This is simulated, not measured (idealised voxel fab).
A process module follows: voxel local oxidation.
We display cut, a cross-section 205 nm in width whose square cells are each 5 nm.
A cross-section is a grid of square cells, given in bands from the top down. A band is one or more rows of cells.
This entry defines a band. It first specifies the height of the band's top and the height of its bottom in nm, and then specifies the band's materials from left to right, stating each material with its width in nm. The word "edge to edge" identifies a single material that fills the band from edge to edge, while the word "blank" identifies empty space.
It should be noted that heights are counted from 0, beneath which the wafer as supplied is of one material throughout, and that the lowest band possesses no lower boundary but continues downward, as written in "0 -> down".
Width: "30->40" (first number = top row, second number = bottom row, same change from row to row of cells).
You'll sometimes find "no alteration" written for a step, and that's the way of saying that nowhere in the cross-section did a cell change during that step.
For the entry "Closed internal voids", the listed items are empty spaces with no open way to the top whose size is 8 cells or more; each item follows the pattern width x height at distance, where distance is from the left edge and all three are in nm.
Step line, after settings: the simulator's comment on this step.
The setting "overlay nm" may be written on the line of a step. When the step uses a mask, the value reports how far to the right of the planned place the mask lay, and a negative value reports that it lay to the left.
These are the steps we planned for the process
1 RECEIVE with material Si
2 CONFORMAL_DEP with material SiO2, thk nm 5
3 CONFORMAL_DEP with material SiN, thk nm 10
4 DIRECTIONAL_DEP with material aC, thk nm 15
5 PATTERN with tone cover, mask id ACTIVE, material resist, width nm 105, thk nm 30, overlay nm 0
6 DIRECTIONAL_ETCH with etch materials aC, depth nm 15
7 STRIP with etch materials resist
8 DIRECTIONAL_ETCH with etch materials SiN, depth nm 10
9 STRIP with etch materials aC
10 SELECTIVE_ETCH with etch materials SiO2, depth nm 5
11 OXIDIZE with depth nm 15
12 STRIP with etch materials SiN
Cross-section, incoming material, after step 1
0 -> down | Si edge to edge
Closed internal voids: none
Figure: cross-sectional view of the wafer upon completion of the module, processed from the initial state and according to the plan depicted above, with one error introduced during execution
5 -> 0 | 55 nm blank | 100 nm SiO2 | 50 nm blank
0 -> -15 | 70 nm SiO2 | 70 nm Si | 65 nm SiO2
-15 -> down | Si edge to edge
Closed internal voids: none
Deviation from plan: in deviation from the planned setting, step 5 was conducted as PATTERN with tone cover, mask id ACTIVE, material resist, width nm 110, thk nm 30, overlay nm 0
